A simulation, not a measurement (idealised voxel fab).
Proc. module: voxel gate over fins
This is section cut - it's 185 nm across, gridded in 5 nm square cells.
Each cross-section below is a grid of square cells, stated as bands in top-down order, with one or more rows of cells making up each band. Each band's line starts with the height of the band's top and of its bottom, in nm. Then come its materials from left to right, each with its width in nm. One material with "everywhere" fills the band from edge to edge. "empty" is empty space. The level at which height equals 0 is the one under which the wafer, as it arrives, is entirely one material. No lower edge exists for the bottom band, which continues downward and is notated as in "0 down". A width such as "30 to 40" changes by the same amount from each row of cells to the next, from the band's top row to its bottom row. Step marked "nothing changed"? Then no cell in the cross-section changed in it. Listed in "Voids, fully enclosed": every empty space of 8 or more cells without an open way to the top. Form: width x height at distance, the distance being from the left edge, all in nm. On a step's line, text after the settings is the simulator commenting on that step. A step's line can hold "overlay nm"; with a mask on that step, the setting says how far right of the planned place the mask lay, while a negative setting says it lay to the left.

Below is the list of planned process steps:
1) op RECEIVE | material Si
2) op CONFORMAL_DEP | material SiN | thk nm 10
3) op PATTERN | tone cover | mask id FINS | material resist | width nm 15 | pitch nm 45 | thk nm 15 | overlay nm 0
4) op DIRECTIONAL_ETCH | etch materials SiN | depth nm 10
5) op DIRECTIONAL_ETCH | etch materials Si | depth nm 35
6) op STRIP | etch materials resist
7) op OXIDIZE | depth nm 5
8) op FILL_DEP | material SiO2 | thk nm 5
9) op CMP | height nm 10
10) op SELECTIVE_ETCH | etch materials SiO2 | depth nm 25
11) op STRIP | etch materials SiN
12) op CONFORMAL_DEP | material HfO2 | thk nm 5
13) op CONFORMAL_DEP | material TiN | thk nm 5
14) op FILL_DEP | material W | thk nm 10
15) op CMP | height nm 15
16) op CONFORMAL_DEP | material SiCN | thk nm 5

As received (post step 1): cross-section:
- 0 down = Si everywhere
- Voids, fully enclosed: none

First of two wafers, end-of-module section, run followed plan:
- 20 to 15 = SiCN everywhere
- 15 to 10 = W everywhere
- 10 to 5 = W 55 nm; TiN 25 nm; W 20 nm; TiN 25 nm; W 60 nm
- 5 to 0 = W 55 nm; TiN 5 nm; HfO2 15 nm; TiN 5 nm; W 20 nm; TiN 5 nm; HfO2 15 nm; TiN 5 nm; W 60 nm
- 0 to -5 = W 55 nm; TiN 5 nm; HfO2 5 nm; Si 5 nm; HfO2 5 nm; TiN 5 nm; W 20 nm; TiN 5 nm; HfO2 5 nm; Si 5 nm; HfO2 5 nm; TiN 5 nm; W 60 nm
- -5 to -10 = TiN 60 nm; HfO2 5 nm; Si 5 nm; HfO2 5 nm; TiN 30 nm; HfO2 5 nm; Si 5 nm; HfO2 5 nm; TiN 65 nm
- -10 to -15 = HfO2 65 nm; Si 5 nm; HfO2 40 nm; Si 5 nm; HfO2 70 nm
- -15 to -40 = SiO2 65 nm; Si 5 nm; SiO2 40 nm; Si 5 nm; SiO2 70 nm
- -40 down = Si everywhere
- Voids, fully enclosed: none

End of module, second wafer, cross-section. Started like the first, planned like the first, run with one mistake:
- 20 to 15 = SiCN everywhere
- 15 to 5 = W everywhere
- 5 to 0 = W 60 nm; TiN 15 nm; W 30 nm; TiN 15 nm; W 65 nm
- 0 to -10 = W 60 nm; TiN 5 nm; Si 5 nm; TiN 5 nm; W 30 nm; TiN 5 nm; Si 5 nm; TiN 5 nm; W 65 nm
- -10 to -15 = TiN 65 nm; Si 5 nm; TiN 40 nm; Si 5 nm; TiN 70 nm
- -15 to -40 = SiO2 65 nm; Si 5 nm; SiO2 40 nm; Si 5 nm; SiO2 70 nm
- -40 down = Si everywhere
- Voids, fully enclosed: none
Run error: plan step 12: skipped, not run
Final cells, second wafer relative to first, materials higher or lower: -49 HfO2, +49 W
